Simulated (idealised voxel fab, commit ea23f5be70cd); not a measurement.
Proc. module: voxel air gaps
Cross-section cut: width 240 nm, square cells of 5 nm.
Throughout this document, each cross-section is represented as a grid of square cells and is presented as a sequence of bands enumerated from the top downward, where a band comprises one or more rows of cells.
Band: top height; bottom height; in nm. Then, left to right: material with width in nm, for each material. "edge to edge": a single material spanning edge to edge. "air": empty space.
Heights are measured from 0, the level below which the as-received wafer is all one material; the lowest band has no bottom and continues downward, written as in "top 0, no bottom".
Quick explanation for "30..40": the width changes in equal steps down the rows of cells, from the first number in the band's top row to the second number in its bottom row.
"remains unaltered" -> step changed no cross-section cell.
Enclosed voids (no open way to top), threshold 8 cells or more, entry "Listed closed voids", notation width x height at distance, distance from left edge, nm.
after a step's settings: what the simulator itself notes on the step
What "overlay nm" on a step's line means: if the step has a mask, that mask lay this far to the right of its planned place, or, when the value is negative, to the left.
This section lists the process steps that were planned
1) RECEIVE, material Si
2) CONFORMAL_DEP, material SiO2, thk nm 15
3) CONFORMAL_DEP, material SiCN, thk nm 5
4) DIRECTIONAL_DEP, material SiO2, thk nm 40
5) DIRECTIONAL_DEP, material aC, thk nm 10
6) PATTERN, tone open, mask id LINES, material resist, width nm 25, pitch nm 50, thk nm 30, overlay nm 0
7) DIRECTIONAL_ETCH, etch materials aC, depth nm 10
8) STRIP, etch materials resist
9) DIRECTIONAL_ETCH, etch materials SiO2, depth nm 40
10) STRIP, etch materials aC
11) CONFORMAL_DEP, material TiN, thk nm 5
12) FILL_DEP, material Ru, thk nm 5
13) CMP, height nm 60
14) EPI, material Ru, thk nm 10
15) SELECTIVE_ETCH, etch materials SiO2, depth nm 50
16) CONFORMAL_DEP, material SiCN, thk nm 5
First of two wafers - as planned
Delivered wafer in cross-section: state after step 1
  top 0, no bottom: Si edge to edge
  Listed closed voids: none
Wafer section view after processing step 2
  top 15, bottom 0: SiO2 edge to edge
  Whatever lies below 0 is exactly as it was before.
Wafer section view after processing step 3
  top 20, bottom 15: SiCN edge to edge
  Whatever lies below 15 is exactly as it was before.
Wafer section view after processing step 4
  top 60, bottom 20: SiO2 edge to edge
  Whatever lies below 20 is exactly as it was before.
Wafer section view after processing step 5
  top 70, bottom 60: aC edge to edge
  Whatever lies below 60 is exactly as it was before.
Wafer section view after processing step 6
  top 100, bottom 70: resist: 55; air: 25; resist: 25; air: 25; resist: 25; air: 25; resist: 60
  Whatever lies below 70 is exactly as it was before.
Wafer section view after processing step 7
  top 90, bottom 70: resist: 55; air: 25; resist: 25; air: 25; resist: 25; air: 25; resist: 60
  top 70, bottom 60: aC: 55; air: 25; aC: 25; air: 25; aC: 25; air: 25; aC: 60
  Whatever lies below 60 is exactly as it was before.
Wafer section view after processing step 8
  top 70, bottom 60: aC: 55; air: 25; aC: 25; air: 25; aC: 25; air: 25; aC: 60
  Whatever lies below 60 is exactly as it was before.
Wafer section view after processing step 9
  top 70, bottom 60: aC: 55; air: 25; aC: 25; air: 25; aC: 25; air: 25; aC: 60
  top 60, bottom 20: SiO2: 55; air: 25; SiO2: 25; air: 25; SiO2: 25; air: 25; SiO2: 60
  Whatever lies below 20 is exactly as it was before.
Wafer section view after processing step 10
  top 60, bottom 20: SiO2: 55; air: 25; SiO2: 25; air: 25; SiO2: 25; air: 25; SiO2: 60
  Whatever lies below 20 is exactly as it was before.
Wafer section view after processing step 11
  top 65, bottom 60: TiN: 60; air: 15; TiN: 35; air: 15; TiN: 35; air: 15; TiN: 65
  top 60, bottom 25: SiO2: 55; TiN: 5; air: 15; TiN: 5; SiO2: 25; TiN: 5; air: 15; TiN: 5; SiO2: 25; TiN: 5; air: 15; TiN: 5; SiO2: 60
  top 25, bottom 20: SiO2: 55; TiN: 25; SiO2: 25; TiN: 25; SiO2: 25; TiN: 25; SiO2: 60
  Whatever lies below 20 is exactly as it was before.
Wafer section view after processing step 12
  top 70, bottom 65: Ru edge to edge
  top 65, bottom 60: TiN: 60; Ru: 15; TiN: 35; Ru: 15; TiN: 35; Ru: 15; TiN: 65
  top 60, bottom 25: SiO2: 55; TiN: 5; Ru: 15; TiN: 5; SiO2: 25; TiN: 5; Ru: 15; TiN: 5; SiO2: 25; TiN: 5; Ru: 15; TiN: 5; SiO2: 60
  Whatever lies below 25 is exactly as it was before.
Wafer section view after processing step 13
  top 60, bottom 25: SiO2: 55; TiN: 5; Ru: 15; TiN: 5; SiO2: 25; TiN: 5; Ru: 15; TiN: 5; SiO2: 25; TiN: 5; Ru: 15; TiN: 5; SiO2: 60
  Whatever lies below 25 is exactly as it was before.
Wafer section view after processing step 14
  top 70, bottom 60: air: 45; Ru: 45; air: 5; Ru: 45; air: 5; Ru: 45; air: 50
  Whatever lies below 60 is exactly as it was before.
Wafer section view after processing step 15
  top 70, bottom 60: air: 45; Ru: 45; air: 5; Ru: 45; air: 5; Ru: 45; air: 50
  top 60, bottom 25: air: 55; TiN: 5; Ru: 15; TiN: 5; air: 25; TiN: 5; Ru: 15; TiN: 5; air: 25; TiN: 5; Ru: 15; TiN: 5; air: 60
  top 25, bottom 20: air: 55; TiN: 25; air: 25; TiN: 25; air: 25; TiN: 25; air: 60
  Whatever lies below 20 is exactly as it was before.
Wafer section view after processing step 16
  top 75, bottom 70: air: 40; SiCN: 155; air: 45
  top 70, bottom 60: air: 40; SiCN: 5; Ru: 45; SiCN: 5; Ru: 45; SiCN: 5; Ru: 45; SiCN: 5; air: 45
  top 60, bottom 55: air: 40; SiCN: 15; TiN: 5; Ru: 15; TiN: 5; SiCN: 25; TiN: 5; Ru: 15; TiN: 5; SiCN: 25; TiN: 5; Ru: 15; TiN: 5; SiCN: 15; air: 45
  top 55, bottom 25: air: 50; SiCN: 5; TiN: 5; Ru: 15; TiN: 5; SiCN: 5; air: 15; SiCN: 5; TiN: 5; Ru: 15; TiN: 5; SiCN: 5; air: 15; SiCN: 5; TiN: 5; Ru: 15; TiN: 5; SiCN: 5; air: 55
  top 25, bottom 20: SiCN: 55; TiN: 25; SiCN: 25; TiN: 25; SiCN: 25; TiN: 25; SiCN: 60
  Whatever lies below 20 is exactly as it was before.
  Listed closed voids: 15 x 30 at 85; 15 x 30 at 135
Wafer two: like wafer one in start and plan, but with one mistake in execution; identical up to and including step 15
Second wafer at the planned finish of step 16, seen in cross-section
  top 75, bottom 60: air: 40; Ru: 155; air: 45
  top 60, bottom 55: air: 40; Ru: 15; TiN: 5; Ru: 15; TiN: 5; Ru: 25; TiN: 5; Ru: 15; TiN: 5; Ru: 25; TiN: 5; Ru: 15; TiN: 5; Ru: 15; air: 45
  top 55, bottom 25: air: 50; Ru: 5; TiN: 5; Ru: 15; TiN: 5; Ru: 5; air: 15; Ru: 5; TiN: 5; Ru: 15; TiN: 5; Ru: 5; air: 15; Ru: 5; TiN: 5; Ru: 15; TiN: 5; Ru: 5; air: 55
  top 25, bottom 20: Ru: 55; TiN: 25; Ru: 25; TiN: 25; Ru: 25; TiN: 25; Ru: 60
  Whatever lies below 20 is exactly as it was before.
  Listed closed voids: 15 x 30 at 85; 15 x 30 at 135
Deviation noted in wafer processing: step 16 was run on a setting that differed from the plan, and what really ran there is CONFORMAL_DEP, material Ru, thk nm 5
Upon completion, the second wafer contains, in terms of cells, a greater or smaller amount of certain materials than the first wafer: +124 Ru, -124 SiCN
